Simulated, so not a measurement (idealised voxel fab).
process module | voxel capacitor over wiring
cross-section cut | 180 nm wide | cells 5 nm
A cross-section is a grid of square cells, given in bands from the top down. A band is one or more rows of cells.
Each band's line starts with the height of the band's top and of its bottom, in nm. Then come its materials from left to right, each with its width in nm. One material with "throughout" fills the band from edge to edge. "air" is empty space.
Height 0 is the level under which the wafer as received is all one material. The lowest band goes on downwards, as in "0 down".
A width such as "30 to 40" changes by the same amount from each row of cells to the next, from the band's top row to its bottom row.
"no change" after a step means that no cell of the cross-section changed.
closed voids: empty space of 8 cells or more with no open way to the top, each as width x height at its distance from the left edge, in nm
after a step's settings: what the simulator itself notes on the step
overlay nm, on a step with a mask: how far to the right of its planned place the mask lay; to the left if negative
plan
1 op RECEIVE | material Si
2 op CONFORMAL_DEP | material SiO2 | thk nm 10
3 op DIRECTIONAL_DEP | material TiN | thk nm 5
4 op DIRECTIONAL_DEP | material W | thk nm 15
5 op PATTERN | tone cover | mask id METAL_1 | material resist | width nm 25 | pitch nm 75 | thk nm 15 | overlay nm -15
6 op DIRECTIONAL_ETCH | etch materials W | depth nm 15
7 op DIRECTIONAL_ETCH | etch materials TiN | depth nm 5
8 op STRIP | etch materials resist
9 op FILL_DEP | material lowk | thk nm 5
10 op CMP | height nm 30
11 op CONFORMAL_DEP | material SiCN | thk nm 5
12 op DIRECTIONAL_DEP | material lowk | thk nm 20
13 op PATTERN | tone open | mask id PLUG_1 | material resist | width nm 15 | thk nm 15 | overlay nm 0
14 op DIRECTIONAL_ETCH | etch materials lowk | depth nm 20
15 op DIRECTIONAL_ETCH | etch materials SiCN | depth nm 5
16 op STRIP | etch materials resist
17 op EPI | material Ru | thk nm 10
18 op EPI | material Ru | thk nm 10
19 op EPI | material Ru | thk nm 5
20 op DIRECTIONAL_DEP | material TiN | thk nm 10
21 op DIRECTIONAL_DEP | material Al2O3 | thk nm 5
22 op DIRECTIONAL_DEP | material TiN | thk nm 5
23 op DIRECTIONAL_DEP | material aC | thk nm 15
24 op PATTERN | tone cover | mask id UPPER_PLATE | material resist | width nm 55 | thk nm 35 | overlay nm 0
25 op DIRECTIONAL_ETCH | etch materials aC | depth nm 15
26 op STRIP | etch materials resist
27 op DIRECTIONAL_ETCH | etch materials TiN | depth nm 5
28 op DIRECTIONAL_ETCH | etch materials Al2O3 | depth nm 5
29 op STRIP | etch materials aC
30 op PATTERN | tone cover | mask id LOWER_PLATE | material resist | width nm 65 | thk nm 20 | overlay nm 0
31 op DIRECTIONAL_ETCH | etch materials TiN | depth nm 10
32 op STRIP | etch materials resist
33 op FILL_DEP | material SiO2 | thk nm 20
34 op CMP | height nm 90
35 op PATTERN | tone open | mask id PLUG_2 | material resist | width nm 15 | thk nm 20 | overlay nm 0
36 op DIRECTIONAL_ETCH | etch materials SiO2 | depth nm 15
37 op STRIP | etch materials resist
38 op CONFORMAL_DEP | material TiN | thk nm 5
39 op FILL_DEP | material W | thk nm 10
40 op CMP | height nm 90
41 op CONFORMAL_DEP | material SiN | thk nm 5
varied across the wafers: overlay nm of step 5. The plan shows the first wafer's value. All wafers start alike
first wafer as received, after step 1
  0 down: Si throughout
  closed voids: none
first wafer at the end, after step 41
  95 to 90: SiN throughout
  90 to 80: SiO2 60 | TiN 5 | W 5 | TiN 5 | SiO2 105
  80 to 70: SiO2 60 to 65 | TiN 15 to 40 | SiO2 105 to 75
  70 to 65: SiO2 65 | Al2O3 40 | SiO2 75
  65 to 55: SiO2 45 | TiN 5 | SiO2 15 | TiN 45 | SiO2 70
  55 to 50: lowk 50 | SiO2 15 | lowk 115
  50 to 45: lowk 50 | TiN 15 | lowk 115
  45 to 40: lowk 50 | Al2O3 15 | lowk 115
  40 to 35: lowk 50 | TiN 15 | lowk 115
  35 to 30: SiCN 50 | TiN 15 | SiCN 115
  30 to 15: lowk 25 | W 25 | lowk 50 | W 25 | lowk 55
  15 to 10: lowk 25 | TiN 25 | lowk 50 | TiN 25 | lowk 55
  10 to 0: SiO2 throughout
  0 down: Si throughout
  closed voids: none
last wafer at the end
  95 to 90: SiN throughout
  90 to 80: SiO2 60 | TiN 5 | W 5 | TiN 5 | SiO2 105
  80 to 70: SiO2 60 to 50 | TiN 15 to 55 | SiO2 105 to 75
  70 to 65: SiO2 50 | Al2O3 55 | SiO2 75
  65 to 55: SiO2 45 | TiN 65 | SiO2 70
  55 to 35: lowk 50 | Ru 15 | lowk 115
  35 to 30: SiCN 50 | Ru 15 | SiCN 115
  30 to 15: lowk 55 | W 25 | lowk 50 | W 25 | lowk 25
  15 to 10: lowk 55 | TiN 25 | lowk 50 | TiN 25 | lowk 25
  10 to 0: SiO2 throughout
  0 down: Si throughout
  closed voids: none
each wafer at the end: cells of each material gained (+) or lost (-) since it was received, then its closed voids
overlay nm -15 | +11 Al2O3 | +33 SiCN | +36 SiN | +282 SiO2 | +54 TiN | +32 W | +236 lowk | closed voids: none
overlay nm -10 | +11 Al2O3 | +15 Ru | +33 SiCN | +36 SiN | +267 SiO2 | +54 TiN | +32 W | +236 lowk | closed voids: none
overlay nm -5 | +11 Al2O3 | +15 Ru | +33 SiCN | +36 SiN | +267 SiO2 | +54 TiN | +32 W | +236 lowk | closed voids: none
overlay nm 0 | +11 Al2O3 | +15 Ru | +33 SiCN | +36 SiN | +267 SiO2 | +54 TiN | +32 W | +236 lowk | closed voids: none
overlay nm 5 | +11 Al2O3 | +15 Ru | +33 SiCN | +36 SiN | +267 SiO2 | +54 TiN | +32 W | +236 lowk | closed voids: none
overlay nm 10 | +11 Al2O3 | +15 Ru | +33 SiCN | +36 SiN | +267 SiO2 | +54 TiN | +32 W | +236 lowk | closed voids: none
overlay nm 15 | +11 Al2O3 | +15 Ru | +33 SiCN | +36 SiN | +267 SiO2 | +54 TiN | +32 W | +236 lowk | closed voids: none
